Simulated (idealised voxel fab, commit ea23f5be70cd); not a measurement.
Process module under the name voxel transistor to metal
FYI the section here is cut, 185 nm wide, cells are 5 nm squares.
Cross-sections here: square-cell grids, written as top-down lists of bands, a band being one or more rows of cells.
Within each band entry, the heights of the top and of the bottom of the band appear first, in that order and in nm; the materials of the band then follow from left to right, each with its corresponding width in nm. The designation "throughout" on a single material indicates that it fills the band from edge to edge; the designation "blank" indicates empty space.
Heights are reckoned from 0. Under this level, the received wafer is all of one material. The bottommost band is open-ended downward, for example "0 down".
The expression "30 to 40" gives the width at the extremes of the band, the first number at its top row of cells and the second at its bottom row, with the width changing by equal amounts from each row to the next in between.
"left unchanged" (step): cross-section cells unchanged, all of them.
Reported under the label "closed voids" are the empty spaces having no open way to the top and comprising 8 cells or more; the notation for each is width x height at distance, in which the distance is measured from the left edge and all three values are in nm.
Heads up: the bit after the settings on a step's line is the simulator's remark on that step.
If you see "overlay nm" on a step's line and that step has a mask, it's telling you how far right of where it was planned the mask ended up; a negative number means it went left instead.

Below is the list of planned process steps
1 RECEIVE with material Si
2 OXIDIZE with depth nm 5
3 CONFORMAL_DEP with material SiN, thk nm 10
4 MASKED_ETCH with tone cover, mask id ACTIVE, width nm 100, etch materials SiN, depth nm 10, overlay nm 0
5 MASKED_ETCH with tone cover, mask id ACTIVE, width nm 100, etch materials SiO2, depth nm 5, overlay nm 0
6 MASKED_ETCH with tone cover, mask id ACTIVE, width nm 100, etch materials Si, depth nm 20, overlay nm 0
7 OXIDIZE with depth nm 5
8 FILL_DEP with material SiO2, thk nm 10
9 CMP with height nm 10
10 SELECTIVE_ETCH with etch materials SiO2, depth nm 10
11 STRIP with etch materials SiN
12 SELECTIVE_ETCH with etch materials SiO2, depth nm 5
13 OXIDIZE with depth nm 5
14 DIRECTIONAL_DEP with material polySi, thk nm 25
15 DIRECTIONAL_DEP with material SiCN, thk nm 15
16 PATTERN with tone cover, mask id GATE, material resist, width nm 20, thk nm 20, overlay nm 0
17 DIRECTIONAL_ETCH with etch materials SiCN, depth nm 25
18 DIRECTIONAL_ETCH with etch materials polySi, depth nm 35
19 STRIP with etch materials resist
20 CONFORMAL_DEP with material SiN, thk nm 5
21 DIRECTIONAL_ETCH with etch materials SiN, depth nm 5
22 DIRECTIONAL_ETCH with etch materials SiO2, depth nm 5
23 DIRECTIONAL_ETCH with etch materials Si, depth nm 10
24 EPI with material nSi, thk nm 15
25 FILL_DEP with material SiO2, thk nm 10
26 CMP with height nm 35
27 DIRECTIONAL_DEP with material SiO2, thk nm 15
28 DIRECTIONAL_DEP with material aC, thk nm 10
29 PATTERN with tone open, mask id CONTACT, material resist, width nm 15, pitch nm 75, thk nm 25, overlay nm 0
30 DIRECTIONAL_ETCH with etch materials aC, depth nm 10
31 STRIP with etch materials resist
32 DIRECTIONAL_ETCH with etch materials SiO2, depth nm 55
33 STRIP with etch materials aC
34 CONFORMAL_DEP with material TiN, thk nm 5
35 FILL_DEP with material W, thk nm 10
36 CMP with height nm 50
37 CONFORMAL_DEP with material SiCN, thk nm 5
38 DIRECTIONAL_DEP with material lowk, thk nm 25
39 PATTERN with tone open, mask id METAL_1, material resist, width nm 15, pitch nm 75, thk nm 20, overlay nm 0
40 DIRECTIONAL_ETCH with etch materials lowk, depth nm 25
41 DIRECTIONAL_ETCH with etch materials SiCN, depth nm 5
42 STRIP with etch materials resist
43 CONFORMAL_DEP with material TiN, thk nm 5
44 FILL_DEP with material Ru, thk nm 5
45 CMP with height nm 80
46 CONFORMAL_DEP with material SiN, thk nm 5

The cross-section here shows the wafer as received, i.e. in its state after step 1
* 0 down | Si throughout
* closed voids: none

A wafer at the end: this start, this plan, one mistake
* 85 to 80 | SiN throughout
* 80 to 55 | lowk=45  TiN=5  Ru=5  TiN=5  lowk=60  TiN=5  Ru=5  TiN=5  lowk=50
* 55 to 50 | SiCN=45  TiN=15  SiCN=60  TiN=15  SiCN=50
* 50 to 35 | SiO2=45  TiN=5  W=5  TiN=5  SiO2=60  TiN=5  W=5  TiN=5  SiO2=50
* 35 to 20 | SiO2=45  TiN=5  W=5  TiN=5  SiO2=15  SiN=5  SiCN=20  SiN=5  SiO2=15  TiN=5  W=5  TiN=5  SiO2=50
* 20 to 0 | SiO2=45  TiN=5  W=5  TiN=5  SiO2=15  SiN=5  polySi=20  SiN=5  SiO2=15  TiN=5  W=5  TiN=5  SiO2=50
* 0 to -5 | SiO2=45  TiN=15  SiO2=15  SiN=5  polySi=20  SiN=5  SiO2=15  TiN=15  SiO2=50
* -5 to -10 | SiO2=30  nSi=45  SiO2=30  nSi=45  SiO2=35
* -10 to -30 | SiO2=45  Si=90  SiO2=50
* -30 down | Si throughout
* closed voids: none
Processing error: a sequencing error occurred in which plan steps 23 and 24 were transposed
